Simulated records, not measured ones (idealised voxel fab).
Process module in this document: voxel transistor to metal
Square cells of 5 nm make up the cross-section cut, whose width is 180 nm.
Heads up, the way a cross-section reads in here is a grid of square cells, handed over as bands from the top down, with every band being one or more rows of cells. Quick guide to a band line: top height, bottom height (nm) up front; then every material left to right with its width in nm. Only one material and it's marked "full width"? Then it fills the band edge to edge. And "blank" just means empty space. Below 0: as-received wafer, all one material; heights counted from there. Lowest band: no bottom, goes on down, written "z 0 and below". Per-row width for "30->40": begins at first number (top row of band), ends at second number (bottom row), increment between rows held constant. "nothing changed" after a step means that no cell of the cross-section changed. "Enclosed internal voids" enumerates empty spaces isolated from the top, with no open way to it, that contain at least 8 cells, giving each as width x height at distance from the left edge, all three in nm. after a step's settings: what the simulator itself notes on the step. overlay nm: mask offset rightward from planned place, masked step; negative means leftward offset.
-- List of planned process steps
1,op RECEIVE | material Si
2,op CONFORMAL_DEP | material SiO2 | thk nm 5
3,op CONFORMAL_DEP | material SiN | thk nm 10
4,op DIRECTIONAL_DEP | material aC | thk nm 15
5,op PATTERN | tone cover | mask id ACTIVE | material resist | width nm 115 | thk nm 35 | overlay nm 0
6,op DIRECTIONAL_ETCH | etch materials aC | depth nm 15
7,op STRIP | etch materials resist
8,op DIRECTIONAL_ETCH | etch materials SiN | depth nm 10
9,op DIRECTIONAL_ETCH | etch materials SiO2 | depth nm 5
10,op DIRECTIONAL_ETCH | etch materials Si | depth nm 20
11,op STRIP | etch materials aC
12,op OXIDIZE | depth nm 5
13,op FILL_DEP | material SiO2 | thk nm 15
14,op CMP | height nm 15
15,op SELECTIVE_ETCH | etch materials SiO2 | depth nm 5
16,op STRIP | etch materials SiN
17,op SELECTIVE_ETCH | etch materials SiO2 | depth nm 5
18,op OXIDIZE | depth nm 5
19,op DIRECTIONAL_DEP | material polySi | thk nm 30
20,op DIRECTIONAL_DEP | material SiCN | thk nm 10
21,op MASKED_ETCH | tone cover | mask id GATE | width nm 25 | etch materials SiCN | depth nm 20 | overlay nm 0
22,op MASKED_ETCH | tone cover | mask id GATE | width nm 25 | etch materials polySi | depth nm 40 | overlay nm 0
23,op CONFORMAL_DEP | material SiN | thk nm 5
24,op DIRECTIONAL_ETCH | etch materials SiN | depth nm 5
25,op DIRECTIONAL_ETCH | etch materials SiO2 | depth nm 5
26,op DIRECTIONAL_ETCH | etch materials Si | depth nm 15
27,op EPI | material nSi | thk nm 15
28,op FILL_DEP | material SiO2 | thk nm 5
29,op CMP | height nm 30
30,op STRIP | etch materials polySi
31,op SELECTIVE_ETCH | etch materials SiO2 | depth nm 5
32,op CONFORMAL_DEP | material HfO2 | thk nm 5
33,op CONFORMAL_DEP | material TiN | thk nm 5
34,op FILL_DEP | material W | thk nm 10
35,op CMP | height nm 25
36,op DIRECTIONAL_DEP | material SiO2 | thk nm 10
37,op MASKED_ETCH | tone open | mask id CONTACT | width nm 15 | pitch nm 80 | etch materials SiO2 | depth nm 40 | overlay nm 0
38,op CONFORMAL_DEP | material TiN | thk nm 5
39,op FILL_DEP | material W | thk nm 5
40,op CMP | height nm 35
41,op DIRECTIONAL_DEP | material TiN | thk nm 5
42,op DIRECTIONAL_DEP | material Ru | thk nm 20
43,op MASKED_ETCH | tone cover | mask id METAL_1 | width nm 15 | pitch nm 80 | etch materials Ru | depth nm 20 | overlay nm 0
44,op MASKED_ETCH | tone cover | mask id METAL_1 | width nm 15 | pitch nm 80 | etch materials TiN | depth nm 5 | overlay nm 0
45,op CONFORMAL_DEP | material SiN | thk nm 5
46,op FILL_DEP | material SiO2 | thk nm 10
47,op CMP | height nm 60
48,op CONFORMAL_DEP | material SiCN | thk nm 5
-- As-received state of the wafer in cross-section, equivalent to post-step 1
* z 0 and below | Si full width
* Enclosed internal voids: none
-- The first of two wafers, cross-sectioned at the end of the module, with the run proceeding as planned
* z 65 to 60 | SiCN full width
* z 60 to 40 | 35 SiO2, then 5 SiN, then 15 Ru, then 5 SiN, then 55 SiO2, then 5 SiN, then 15 Ru, then 5 SiN, then 40 SiO2
* z 40 to 35 | 40 SiN, then 15 TiN, then 65 SiN, then 15 TiN, then 45 SiN
* z 35 to 25 | 40 SiO2, then 5 TiN, then 5 W, then 5 TiN, then 65 SiO2, then 5 TiN, then 5 W, then 5 TiN, then 45 SiO2
* z 25 to 10 | 40 SiO2, then 5 TiN, then 5 W, then 5 TiN, then 15 SiO2, then 5 SiN, then 5 HfO2, then 5 TiN, then 5 W, then 5 TiN, then 5 HfO2, then 5 SiN, then 15 SiO2, then 5 TiN, then 5 W, then 5 TiN, then 45 SiO2
* z 10 to 5 | 40 SiO2, then 5 TiN, then 5 W, then 5 TiN, then 15 nSi, then 5 SiN, then 5 HfO2, then 5 TiN, then 5 W, then 5 TiN, then 5 HfO2, then 5 SiN, then 15 nSi, then 5 TiN, then 5 W, then 5 TiN, then 45 SiO2
* z 5 to 0 | 25 SiO2, then 5 SiN, then 10 SiO2, then 5 TiN, then 5 W, then 5 TiN, then 15 nSi, then 5 SiN, then 5 HfO2, then 15 TiN, then 5 HfO2, then 5 SiN, then 15 nSi, then 5 TiN, then 5 W, then 5 TiN, then 10 SiO2, then 5 SiN, then 30 SiO2
* z 0 to -5 | 40 SiO2, then 15 TiN, then 15 nSi, then 35 HfO2, then 15 nSi, then 15 TiN, then 45 SiO2
* z -5 to -20 | 35 SiO2, then 35 nSi, then 35 Si, then 35 nSi, then 40 SiO2
* z -20 to -25 | 35 SiO2, then 105 Si, then 40 SiO2
* z -25 and below | Si full width
* Enclosed internal voids: none
-- Here's the second of our two wafers sectioned at module end. Same start as the first, same plan, but one mistake got made running it
* z 65 to 60 | SiCN full width
* z 60 to 40 | SiO2 full width
* z 40 to 35 | TiN full width
* z 35 to 25 | 40 SiO2, then 5 TiN, then 5 W, then 5 TiN, then 65 SiO2, then 5 TiN, then 5 W, then 5 TiN, then 45 SiO2
* z 25 to 10 | 40 SiO2, then 5 TiN, then 5 W, then 5 TiN, then 15 SiO2, then 5 SiN, then 5 HfO2, then 5 TiN, then 5 W, then 5 TiN, then 5 HfO2, then 5 SiN, then 15 SiO2, then 5 TiN, then 5 W, then 5 TiN, then 45 SiO2
* z 10 to 5 | 40 SiO2, then 5 TiN, then 5 W, then 5 TiN, then 15 nSi, then 5 SiN, then 5 HfO2, then 5 TiN, then 5 W, then 5 TiN, then 5 HfO2, then 5 SiN, then 15 nSi, then 5 TiN, then 5 W, then 5 TiN, then 45 SiO2
* z 5 to 0 | 25 SiO2, then 5 SiN, then 10 SiO2, then 5 TiN, then 5 W, then 5 TiN, then 15 nSi, then 5 SiN, then 5 HfO2, then 15 TiN, then 5 HfO2, then 5 SiN, then 15 nSi, then 5 TiN, then 5 W, then 5 TiN, then 10 SiO2, then 5 SiN, then 30 SiO2
* z 0 to -5 | 40 SiO2, then 15 TiN, then 15 nSi, then 35 HfO2, then 15 nSi, then 15 TiN, then 45 SiO2
* z -5 to -20 | 35 SiO2, then 35 nSi, then 35 Si, then 35 nSi, then 40 SiO2
* z -20 to -25 | 35 SiO2, then 105 Si, then 40 SiO2
* z -25 and below | Si full width
* Enclosed internal voids: none
What broke from the plan during processing? step 42 was run on a setting that differed from the plan, and what really ran there is op DIRECTIONAL_DEP | material SiO2 | thk nm 20
Per the end-of-run cell counts, the second wafer holds more or fewer of some materials than the first: Ru -24, SiN -46, SiO2 +40, TiN +30
